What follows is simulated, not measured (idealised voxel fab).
The process module presented herein is designated voxel released beams.
Shown is cross-section cut, with a width of 220 nm and square cells of size 5 nm.
Cross-section layout: square cells on a grid; listed as bands, top to bottom; a band spans one or more cell rows.
Top, bottom (nm), then materials left to right with widths (nm); lone material tagged "all across" fills the whole band edge to edge; "empty" = empty space.
Convention: height 0 is the level below which the wafer, as received, is all one material. The lowest band does not terminate at the bottom but continues downward, represented as "0 -> down".
Width: "30->40" (first number = top row, second number = bottom row, same change from row to row of cells).
Where the words "all unchanged" appear for a step, the cross-section shows no cell changed by that step; every cell remained as before.
Reported under the label "Entrapped voids" are the empty spaces having no open way to the top and comprising 8 cells or more; the notation for each is width x height at distance, in which the distance is measured from the left edge and all three values are in nm.
Note: text after step settings on the step line = simulator remark on that step.
You can add "overlay nm" to a step's line. For a step with a mask, it describes how far the mask lay to the right of its planned position, and a negative number describes a lay to the left.
BELOW IS THE LIST OF PLANNED PROCESS STEPS
1 RECEIVE: material Si
2 CONFORMAL_DEP: material SiN, thk nm 5
3 DIRECTIONAL_DEP: material SiO2, thk nm 10
4 MASKED_ETCH: tone open, mask id ANCHOR, width nm 35, etch materials SiO2, depth nm 10, overlay nm 0
5 CONFORMAL_DEP: material W, thk nm 10
6 MASKED_ETCH: tone cover, mask id BEAM, width nm 120, etch materials W, depth nm 10, overlay nm 0
7 STRIP: etch materials SiO2
AS RECEIVED (POST STEP 1): CROSS-SECTION
* 0 -> down | Si all across
* Entrapped voids: none
STARTING STRUCTURE AND PROCESS PLAN ARE AS SHOWN ABOVE, BUT ONE MISTAKE WAS MADE IN RUNNING THE MODULE; THE WAFER CROSS-SECTION AT THE END OF THE MODULE FOLLOWS
* 25 -> 15 | 35 empty | 25 W | 15 empty | 80 W | 65 empty
* 15 -> 5 | 50 empty | 35 W | 135 empty
* 5 -> 0 | SiN all across
* 0 -> down | Si all across
* Entrapped voids: none
What went wrong in running the wafer? step 6 was processed under conditions differing from the plan, specifically as MASKED_ETCH: tone cover, mask id BEAM, width nm 120, etch materials W, depth nm 10, overlay nm -10
